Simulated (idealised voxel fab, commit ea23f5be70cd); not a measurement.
Title: Process Module voxel self aligned contacts
Pictured: cross-section cut, 215 nm wide, on a grid of 5 nm square cells.
Cross-section = grid of square cells, listed top down in bands; band = one or more rows.
Within each band entry, the heights of the top and of the bottom of the band appear first, in that order and in nm; the materials of the band then follow from left to right, each with its corresponding width in nm. The designation "throughout" on a single material indicates that it fills the band from edge to edge; the designation "air" indicates empty space.
Heights from 0 (as-received wafer is one material below). Bottom band endless downward, as "0 down".
Read "30 to 40" as a graded width: first number on top, second number at the bottom, same change between each pair of neighbouring rows.
Where the words "remained the same" appear for a step, the cross-section shows no cell changed by that step; every cell remained as before.
The entry titled "Internal closed voids" provides the empty spaces that have no open way to the top, restricted to those of 8 cells or more. Each is presented as width x height at distance, the distance being measured from the left edge, with all three in nm.
Where a step's line continues beyond its settings, the continuation is a remark by the simulator itself on that step.
Regarding "overlay nm": on a step with a mask, it is the distance the mask lay to the right of its planned place; a negative value places it to the left.
**Below is the list of planned process steps**
step 1: RECEIVE, material Si
step 2: CONFORMAL_DEP, material SiO2, thk nm 5
step 3: DIRECTIONAL_DEP, material polySi, thk nm 20
step 4: DIRECTIONAL_DEP, material SiN, thk nm 25
step 5: MASKED_ETCH, tone cover, mask id GATE, width nm 25, pitch nm 65, etch materials SiN, depth nm 25, overlay nm 0
step 6: MASKED_ETCH, tone cover, mask id GATE, width nm 25, pitch nm 65, etch materials polySi, depth nm 20, overlay nm 0
step 7: CONFORMAL_DEP, material SiN, thk nm 10
step 8: DIRECTIONAL_ETCH, etch materials SiN, depth nm 10
step 9: FILL_DEP, material SiO2, thk nm 20
step 10: CMP, height nm 60
step 11: DIRECTIONAL_DEP, material aC, thk nm 15
step 12: PATTERN, tone open, mask id CONTACT, material resist, width nm 50, pitch nm 65, thk nm 35, overlay nm 0
step 13: DIRECTIONAL_ETCH, etch materials aC, depth nm 15
step 14: STRIP, etch materials resist
step 15: DIRECTIONAL_ETCH, etch materials SiO2, depth nm 60
step 16: STRIP, etch materials aC
step 17: CONFORMAL_DEP, material TiN, thk nm 5
step 18: FILL_DEP, material Ru, thk nm 5
step 19: CMP, height nm 60
step 20: CONFORMAL_DEP, material SiCN, thk nm 5
**Of two wafers, the first: run according to plan**
**Cross-section: wafer on arrival = after step 1**
0 down  Si throughout
Internal closed voids: none
**Wafer xsec, post step 2**
5 to 0  SiO2 throughout
Below a height of 0, the structure has not been altered.
**Wafer xsec, post step 3**
25 to 5  polySi throughout
Below a height of 5, the structure has not been altered.
**Wafer xsec, post step 4**
50 to 25  SiN throughout
Below a height of 25, the structure has not been altered.
**Wafer xsec, post step 5**
50 to 25  30 of air / 25 of SiN / 40 of air / 25 of SiN / 40 of air / 25 of SiN / 30 of air
Below a height of 25, the structure has not been altered.
**Wafer xsec, post step 6**
50 to 25  30 of air / 25 of SiN / 40 of air / 25 of SiN / 40 of air / 25 of SiN / 30 of air
25 to 5  30 of air / 25 of polySi / 40 of air / 25 of polySi / 40 of air / 25 of polySi / 30 of air
Below a height of 5, the structure has not been altered.
**Wafer xsec, post step 7**
60 to 25  20 of air / 45 of SiN / 20 of air / 45 of SiN / 20 of air / 45 of SiN / 20 of air
25 to 15  20 of air / 10 of SiN / 25 of polySi / 10 of SiN / 20 of air / 10 of SiN / 25 of polySi / 10 of SiN / 20 of air / 10 of SiN / 25 of polySi / 10 of SiN / 20 of air
15 to 5  30 of SiN / 25 of polySi / 40 of SiN / 25 of polySi / 40 of SiN / 25 of polySi / 30 of SiN
Below a height of 5, the structure has not been altered.
**Wafer xsec, post step 8**
50 to 25  20 of air / 45 of SiN / 20 of air / 45 of SiN / 20 of air / 45 of SiN / 20 of air
25 to 5  20 of air / 10 of SiN / 25 of polySi / 10 of SiN / 20 of air / 10 of SiN / 25 of polySi / 10 of SiN / 20 of air / 10 of SiN / 25 of polySi / 10 of SiN / 20 of air
Below a height of 5, the structure has not been altered.
**Wafer xsec, post step 9**
70 to 50  SiO2 throughout
50 to 25  20 of SiO2 / 45 of SiN / 20 of SiO2 / 45 of SiN / 20 of SiO2 / 45 of SiN / 20 of SiO2
25 to 5  20 of SiO2 / 10 of SiN / 25 of polySi / 10 of SiN / 20 of SiO2 / 10 of SiN / 25 of polySi / 10 of SiN / 20 of SiO2 / 10 of SiN / 25 of polySi / 10 of SiN / 20 of SiO2
Below a height of 5, the structure has not been altered.
**Wafer xsec, post step 10**
60 to 50  SiO2 throughout
Below a height of 50, the structure has not been altered.
**Wafer xsec, post step 11**
75 to 60  aC throughout
Below a height of 60, the structure has not been altered.
**Wafer xsec, post step 12**
110 to 75  50 of resist / 50 of air / 15 of resist / 50 of air / 50 of resist
Below a height of 75, the structure has not been altered.
**Wafer xsec, post step 13**
95 to 75  50 of resist / 50 of air / 15 of resist / 50 of air / 50 of resist
75 to 60  50 of aC / 50 of air / 15 of aC / 50 of air / 50 of aC
Below a height of 60, the structure has not been altered.
**Wafer xsec, post step 14**
75 to 60  50 of aC / 50 of air / 15 of aC / 50 of air / 50 of aC
Below a height of 60, the structure has not been altered.
**Wafer xsec, post step 15**
75 to 60  50 of aC / 50 of air / 15 of aC / 50 of air / 50 of aC
60 to 50  50 of SiO2 / 50 of air / 15 of SiO2 / 50 of air / 50 of SiO2
50 to 25  20 of SiO2 / 45 of SiN / 20 of air / 45 of SiN / 20 of air / 45 of SiN / 20 of SiO2
25 to 5  20 of SiO2 / 10 of SiN / 25 of polySi / 10 of SiN / 20 of air / 10 of SiN / 25 of polySi / 10 of SiN / 20 of air / 10 of SiN / 25 of polySi / 10 of SiN / 20 of SiO2
5 to 0  65 of SiO2 / 20 of air / 45 of SiO2 / 20 of air / 65 of SiO2
Below a height of 0, the structure has not been altered.
**Wafer xsec, post step 16**
60 to 50  50 of SiO2 / 50 of air / 15 of SiO2 / 50 of air / 50 of SiO2
Below a height of 50, the structure has not been altered.
**Wafer xsec, post step 17**
65 to 60  55 of TiN / 40 of air / 25 of TiN / 40 of air / 55 of TiN
60 to 50  50 of SiO2 / 5 to 20 of TiN / 40 to 10 of air / 5 to 20 of TiN / 15 of SiO2 / 5 to 20 of TiN / 40 to 10 of air / 5 to 20 of TiN / 50 of SiO2
50 to 25  20 of SiO2 / 45 of SiN / 5 of TiN / 10 of air / 5 of TiN / 45 of SiN / 5 of TiN / 10 of air / 5 of TiN / 45 of SiN / 20 of SiO2
25 to 5  20 of SiO2 / 10 of SiN / 25 of polySi / 10 of SiN / 5 of TiN / 10 of air / 5 of TiN / 10 of SiN / 25 of polySi / 10 of SiN / 5 of TiN / 10 of air / 5 of TiN / 10 of SiN / 25 of polySi / 10 of SiN / 20 of SiO2
5 to 0  65 of SiO2 / 20 of TiN / 45 of SiO2 / 20 of TiN / 65 of SiO2
Below a height of 0, the structure has not been altered.
**Wafer xsec, post step 18**
70 to 65  Ru throughout
65 to 60  55 of TiN / 40 of Ru / 25 of TiN / 40 of Ru / 55 of TiN
60 to 50  50 of SiO2 / 5 to 20 of TiN / 40 to 10 of Ru / 5 to 20 of TiN / 15 of SiO2 / 5 to 20 of TiN / 40 to 10 of Ru / 5 to 20 of TiN / 50 of SiO2
50 to 25  20 of SiO2 / 45 of SiN / 5 of TiN / 10 of Ru / 5 of TiN / 45 of SiN / 5 of TiN / 10 of Ru / 5 of TiN / 45 of SiN / 20 of SiO2
25 to 5  20 of SiO2 / 10 of SiN / 25 of polySi / 10 of SiN / 5 of TiN / 10 of Ru / 5 of TiN / 10 of SiN / 25 of polySi / 10 of SiN / 5 of TiN / 10 of Ru / 5 of TiN / 10 of SiN / 25 of polySi / 10 of SiN / 20 of SiO2
Below a height of 5, the structure has not been altered.
**Wafer xsec, post step 19**
60 to 50  50 of SiO2 / 5 to 20 of TiN / 40 to 10 of Ru / 5 to 20 of TiN / 15 of SiO2 / 5 to 20 of TiN / 40 to 10 of Ru / 5 to 20 of TiN / 50 of SiO2
Below a height of 50, the structure has not been altered.
**Wafer xsec, post step 20**
65 to 60  SiCN throughout
Below a height of 60, the structure has not been altered.
**Second wafer: same start and same plan as the first, one execution error; identical to the first through step 2**
**Second wafer at the planned finish of step 3, seen in cross-section**
45 to 5  polySi throughout
Below a height of 5, the structure has not been altered.
**Second wafer at the planned finish of step 4, seen in cross-section**
70 to 45  SiN throughout
Below a height of 45, the structure has not been altered.
**Second wafer at the planned finish of step 5, seen in cross-section**
70 to 45  30 of air / 25 of SiN / 40 of air / 25 of SiN / 40 of air / 25 of SiN / 30 of air
Below a height of 45, the structure has not been altered.
**Second wafer at the planned finish of step 6, seen in cross-section**
70 to 45  30 of air / 25 of SiN / 40 of air / 25 of SiN / 40 of air / 25 of SiN / 30 of air
45 to 25  30 of air / 25 of polySi / 40 of air / 25 of polySi / 40 of air / 25 of polySi / 30 of air
Below a height of 25, the structure has not been altered.
**Second wafer at the planned finish of step 7, seen in cross-section**
80 to 45  20 of air / 45 of SiN / 20 of air / 45 of SiN / 20 of air / 45 of SiN / 20 of air
45 to 35  20 of air / 10 of SiN / 25 of polySi / 10 of SiN / 20 of air / 10 of SiN / 25 of polySi / 10 of SiN / 20 of air / 10 of SiN / 25 of polySi / 10 of SiN / 20 of air
35 to 25  30 of SiN / 25 of polySi / 40 of SiN / 25 of polySi / 40 of SiN / 25 of polySi / 30 of SiN
Below a height of 25, the structure has not been altered.
**Second wafer at the planned finish of step 8, seen in cross-section**
70 to 45  20 of air / 45 of SiN / 20 of air / 45 of SiN / 20 of air / 45 of SiN / 20 of air
45 to 25  20 of air / 10 of SiN / 25 of polySi / 10 of SiN / 20 of air / 10 of SiN / 25 of polySi / 10 of SiN / 20 of air / 10 of SiN / 25 of polySi / 10 of SiN / 20 of air
Below a height of 25, the structure has not been altered.
**Second wafer at the planned finish of step 9, seen in cross-section**
90 to 70  SiO2 throughout
70 to 45  20 of SiO2 / 45 of SiN / 20 of SiO2 / 45 of SiN / 20 of SiO2 / 45 of SiN / 20 of SiO2
45 to 25  20 of SiO2 / 10 of SiN / 25 of polySi / 10 of SiN / 20 of SiO2 / 10 of SiN / 25 of polySi / 10 of SiN / 20 of SiO2 / 10 of SiN / 25 of polySi / 10 of SiN / 20 of SiO2
Below a height of 25, the structure has not been altered.
**Second wafer at the planned finish of step 10, seen in cross-section**
60 to 45  20 of SiO2 / 45 of SiN / 20 of SiO2 / 45 of SiN / 20 of SiO2 / 45 of SiN / 20 of SiO2
Below a height of 45, the structure has not been altered.
**Second wafer at the planned finish of step 11, seen in cross-section**
75 to 60  aC throughout
Below a height of 60, the structure has not been altered.
**Second wafer at the planned finish of step 12, seen in cross-section**
110 to 75  50 of resist / 50 of air / 15 of resist / 50 of air / 50 of resist
Below a height of 75, the structure has not been altered.
**Second wafer at the planned finish of step 13, seen in cross-section**
95 to 75  50 of resist / 50 of air / 15 of resist / 50 of air / 50 of resist
75 to 60  50 of aC / 50 of air / 15 of aC / 50 of air / 50 of aC
Below a height of 60, the structure has not been altered.
**Second wafer at the planned finish of step 14, seen in cross-section**
75 to 60  50 of aC / 50 of air / 15 of aC / 50 of air / 50 of aC
Below a height of 60, the structure has not been altered.
**Second wafer at the planned finish of step 15, seen in cross-section**
75 to 60  50 of aC / 50 of air / 15 of aC / 50 of air / 50 of aC
60 to 45  20 of SiO2 / 45 of SiN / 20 of air / 45 of SiN / 20 of air / 45 of SiN / 20 of SiO2
45 to 25  20 of SiO2 / 10 of SiN / 25 of polySi / 10 of SiN / 20 of air / 10 of SiN / 25 of polySi / 10 of SiN / 20 of air / 10 of SiN / 25 of polySi / 10 of SiN / 20 of SiO2
Below a height of 25, the structure has not been altered.
**Second wafer at the planned finish of step 16, seen in cross-section**
60 to 45  20 of SiO2 / 45 of SiN / 20 of air / 45 of SiN / 20 of air / 45 of SiN / 20 of SiO2
Below a height of 45, the structure has not been altered.
**Second wafer at the planned finish of step 17, seen in cross-section**
65 to 60  70 of TiN / 10 of air / 55 of TiN / 10 of air / 70 of TiN
60 to 45  20 of SiO2 / 45 of SiN / 5 of TiN / 10 of air / 5 of TiN / 45 of SiN / 5 of TiN / 10 of air / 5 of TiN / 45 of SiN / 20 of SiO2
45 to 30  20 of SiO2 / 10 of SiN / 25 of polySi / 10 of SiN / 5 of TiN / 10 of air / 5 of TiN / 10 of SiN / 25 of polySi / 10 of SiN / 5 of TiN / 10 of air / 5 of TiN / 10 of SiN / 25 of polySi / 10 of SiN / 20 of SiO2
30 to 25  20 of SiO2 / 10 of SiN / 25 of polySi / 10 of SiN / 20 of TiN / 10 of SiN / 25 of polySi / 10 of SiN / 20 of TiN / 10 of SiN / 25 of polySi / 10 of SiN / 20 of SiO2
Below a height of 25, the structure has not been altered.
**Second wafer at the planned finish of step 18, seen in cross-section**
70 to 65  Ru throughout
65 to 60  70 of TiN / 10 of Ru / 55 of TiN / 10 of Ru / 70 of TiN
60 to 45  20 of SiO2 / 45 of SiN / 5 of TiN / 10 of Ru / 5 of TiN / 45 of SiN / 5 of TiN / 10 of Ru / 5 of TiN / 45 of SiN / 20 of SiO2
45 to 30  20 of SiO2 / 10 of SiN / 25 of polySi / 10 of SiN / 5 of TiN / 10 of Ru / 5 of TiN / 10 of SiN / 25 of polySi / 10 of SiN / 5 of TiN / 10 of Ru / 5 of TiN / 10 of SiN / 25 of polySi / 10 of SiN / 20 of SiO2
Below a height of 30, the structure has not been altered.
**Second wafer at the planned finish of step 19, seen in cross-section**
60 to 45  20 of SiO2 / 45 of SiN / 5 of TiN / 10 of Ru / 5 of TiN / 45 of SiN / 5 of TiN / 10 of Ru / 5 of TiN / 45 of SiN / 20 of SiO2
Below a height of 45, the structure has not been altered.
**Second wafer at the planned finish of step 20, seen in cross-section**
65 to 60  SiCN throughout
Below a height of 60, the structure has not been altered.
Short version of what went wrong: yeah, plan step 3 got run twice
at the end the second wafer has, in cells: Ru -32; SiN -54; SiO2 -54; TiN -32; polySi +172
